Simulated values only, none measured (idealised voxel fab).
process module | voxel lift off
cross-section cut | 150 nm wide | cells 5 nm
A cross-section is a grid of square cells, given in bands from the top down. A band is one or more rows of cells.
Each band's line starts with the height of the band's top and of its bottom, in nm. Then come its materials from left to right, each with its width in nm. One material with "throughout" fills the band from edge to edge. "air" is empty space.
Height 0 is the level under which the wafer as received is all one material. The lowest band goes on downwards, as in "0 down".
A width such as "30 to 40" changes by the same amount from each row of cells to the next, from the band's top row to its bottom row.
"no change" after a step means that no cell of the cross-section changed.
closed voids: empty space of 8 cells or more with no open way to the top, each as width x height at its distance from the left edge, in nm
after a step's settings: what the simulator itself notes on the step
overlay nm, on a step with a mask: how far to the right of its planned place the mask lay; to the left if negative
plan
1 op RECEIVE | material Si
2 op CONFORMAL_DEP | material SiO2 | thk nm 15
3 op PATTERN | tone open | mask id LINES | material resist | width nm 25 | pitch nm 45 | thk nm 20 | overlay nm 0
4 op DIRECTIONAL_DEP | material Ru | thk nm 5
5 op STRIP | etch materials resist
6 op CONFORMAL_DEP | material SiN | thk nm 5
first wafer, as planned
as received, after step 1
  0 down: Si throughout
  closed voids: none
after step 2
  15 to 0: SiO2 throughout
  below 0: unchanged
after step 3
  35 to 15: resist 40 | air 25 | resist 20 | air 25 | resist 40
  below 15: unchanged
after step 4
  40 to 35: Ru 40 | air 25 | Ru 20 | air 25 | Ru 40
  35 to 20: resist 40 | air 25 | resist 20 | air 25 | resist 40
  20 to 15: resist 40 | Ru 25 | resist 20 | Ru 25 | resist 40
  below 15: unchanged
after step 5
  20 to 15: air 40 | Ru 25 | air 20 | Ru 25 | air 40
  below 15: unchanged
after step 6
  25 to 20: air 35 | SiN 35 | air 10 | SiN 35 | air 35
  20 to 15: SiN 40 | Ru 25 | SiN 20 | Ru 25 | SiN 40
  below 15: unchanged
second wafer: like start, like plan, one mistake. Through step 1 it matches the first wafer
when step 2 should have ended
  30 to 0: SiO2 throughout
  below 0: unchanged
when step 3 should have ended
  50 to 30: resist 40 | air 25 | resist 20 | air 25 | resist 40
  below 30: unchanged
when step 4 should have ended
  55 to 50: Ru 40 | air 25 | Ru 20 | air 25 | Ru 40
  50 to 35: resist 40 | air 25 | resist 20 | air 25 | resist 40
  35 to 30: resist 40 | Ru 25 | resist 20 | Ru 25 | resist 40
  below 30: unchanged
when step 5 should have ended
  35 to 30: air 40 | Ru 25 | air 20 | Ru 25 | air 40
  below 30: unchanged
when step 6 should have ended
  40 to 35: air 35 | SiN 35 | air 10 | SiN 35 | air 35
  35 to 30: SiN 40 | Ru 25 | SiN 20 | Ru 25 | SiN 40
  below 30: unchanged
what went wrong: step 2 was run twice
at the end the second wafer has, in cells: 90 more of SiO2
